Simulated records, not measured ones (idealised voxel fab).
Process module under the name voxel self aligned contacts
Pictured: cross-section cut, 205 nm wide, on a grid of 5 nm square cells.
We lay out every cross-section as a grid of square cells and spell it out in bands from the top down, where one band means one or more rows of cells.
Basically the band line says how high the top is and how high the bottom is, in nm, and then what's in it from left to right, every material with its width in nm. Empty space shows up as "blank", and if a single material carries "full width" it runs the full band edge to edge.
Ref level 0: as-received wafer is one material below here. Bottom band extends down with no lower bound ("0 nm and below").
Width: "30 to 40" (first number = top row, second number = bottom row, same change from row to row of cells).
You'll sometimes find "nothing altered" written for a step, and that's the way of saying that nowhere in the cross-section did a cell change during that step.
Reported under the label "closed voids" are the empty spaces having no open way to the top and comprising 8 cells or more; the notation for each is width x height at distance, in which the distance is measured from the left edge and all three values are in nm.
Heads up: the bit after the settings on a step's line is the simulator's remark on that step.
The optional step-line setting "overlay nm" applies to steps with a mask and quantifies how far to the right of its planned location the mask lay, a negative value indicating leftward placement.

# These are the steps we planned for the process
| 1 | RECEIVE [material Si] |
| 2 | OXIDIZE [depth nm 5] |
| 3 | DIRECTIONAL_DEP [material polySi] [thk nm 30] |
| 4 | DIRECTIONAL_DEP [material SiN] [thk nm 20] |
| 5 | PATTERN [tone cover] [mask id GATE] [material resist] [width nm 35] [pitch nm 65] [thk nm 20] [overlay nm 0] |
| 6 | DIRECTIONAL_ETCH [etch materials SiN] [depth nm 20] |
| 7 | DIRECTIONAL_ETCH [etch materials polySi] [depth nm 30] |
| 8 | STRIP [etch materials resist] |
| 9 | CONFORMAL_DEP [material SiN] [thk nm 5] |
| 10 | DIRECTIONAL_ETCH [etch materials SiN] [depth nm 5] |
| 11 | FILL_DEP [material SiO2] [thk nm 15] |
| 12 | CMP [height nm 55] |
| 13 | MASKED_ETCH [tone open] [mask id CONTACT] [width nm 50] [pitch nm 65] [etch materials SiO2] [depth nm 60] [overlay nm 0] |
| 14 | CONFORMAL_DEP [material TiN] [thk nm 5] |
| 15 | FILL_DEP [material W] [thk nm 5] |
| 16 | CMP [height nm 55] |
| 17 | CONFORMAL_DEP [material SiCN] [thk nm 5] |

# As received (post step 1): cross-section
  0 nm and below = Si full width
  closed voids: none

# Cross-section, end of module. Start: as above. Plan: as above. Execution: one mistake
  60 nm to 55 nm = SiCN full width
  55 nm to 50 nm = 40 nm SiO2  25 nm TiN  10 nm W  15 nm TiN  15 nm SiO2  25 nm TiN  10 nm W  15 nm TiN  50 nm SiO2
  50 nm to 30 nm = 15 nm SiO2  45 nm SiN  5 nm TiN  10 nm W  5 nm TiN  45 nm SiN  5 nm TiN  10 nm W  5 nm TiN  45 nm SiN  15 nm SiO2
  30 nm to 0 nm = 15 nm SiO2  5 nm SiN  35 nm polySi  5 nm SiN  5 nm TiN  10 nm W  5 nm TiN  5 nm SiN  35 nm polySi  5 nm SiN  5 nm TiN  10 nm W  5 nm TiN  5 nm SiN  35 nm polySi  5 nm SiN  15 nm SiO2
  0 nm to -5 nm = 60 nm SiO2  20 nm TiN  45 nm SiO2  20 nm TiN  60 nm SiO2
  -5 nm and below = Si full width
  closed voids: none
Nonconformance to the process plan: step 13 did not happen as planned, as run it was MASKED_ETCH [tone open] [mask id CONTACT] [width nm 50] [pitch nm 65] [etch materials SiO2] [depth nm 60] [overlay nm -5]
